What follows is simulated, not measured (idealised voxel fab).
Process module, titled voxel plated lines
155 nm wide, 5 nm square cells: that's cross-section cut.
Format of a cross-section: grid, square cells. Given as bands. Order: top down. Band: one or more rows of cells.
Basically the band line says how high the top is and how high the bottom is, in nm, and then what's in it from left to right, every material with its width in nm. Empty space shows up as "blank", and if a single material carries "edge to edge" it runs the full band edge to edge.
Zero point of the height axis is 0; under it, received wafer = one material. Lowest band: continues down indefinitely, "0 nm and below".
Width: "30 to 40" (first number = top row, second number = bottom row, same change from row to row of cells).
Where the words "nothing changed" appear for a step, the cross-section shows no cell changed by that step; every cell remained as before.
Heads up: "Closed cavity list" only lists the empty pockets with no open path to the top that are 8 cells or more, and it writes them as width x height at distance, distance from the left edge, in nm.
Anything after a step's settings on that line? It's the simulator's own note about the step.
When a step includes a mask, the "overlay nm" setting on its line states how far to the right of its planned place that mask lay, and negative values state how far to the left.

[The process steps that were planned are listed below]
1. RECEIVE, material Si
2. CONFORMAL_DEP, material Al2O3, thk nm 15
3. DIRECTIONAL_DEP, material TiN, thk nm 5
4. PATTERN, tone open, mask id LINES, material resist, width nm 15, pitch nm 30, thk nm 40, overlay nm 0
5. EPI, material Ru, thk nm 10
6. EPI, material Ru, thk nm 5
7. EPI, material Ru, thk nm 5
8. STRIP, etch materials resist
9. DIRECTIONAL_ETCH, etch materials TiN, depth nm 5
10. CONFORMAL_DEP, material SiO2, thk nm 10

[So this is the incoming wafer in cross-section - it's already been through step 1]
* 0 nm and below | Si edge to edge
* Closed cavity list: none

[End-of-module cross-section. Starting structure and process plan as above; one mistake made in running it]
* 60 nm to 50 nm | 45 nm blank, 65 nm SiO2, 45 nm blank
* 50 nm to 25 nm | 45 nm blank, 10 nm SiO2, 15 nm Ru, 15 nm SiO2, 15 nm Ru, 10 nm SiO2, 45 nm blank
* 25 nm to 20 nm | 55 nm SiO2, 15 nm Ru, 15 nm SiO2, 15 nm Ru, 55 nm SiO2
* 20 nm to 15 nm | 55 nm SiO2, 15 nm TiN, 15 nm SiO2, 15 nm TiN, 55 nm SiO2
* 15 nm to 0 nm | Al2O3 edge to edge
* 0 nm and below | Si edge to edge
* Closed cavity list: none
So what did we get wrong on this run? the plan's step 5 ran twice
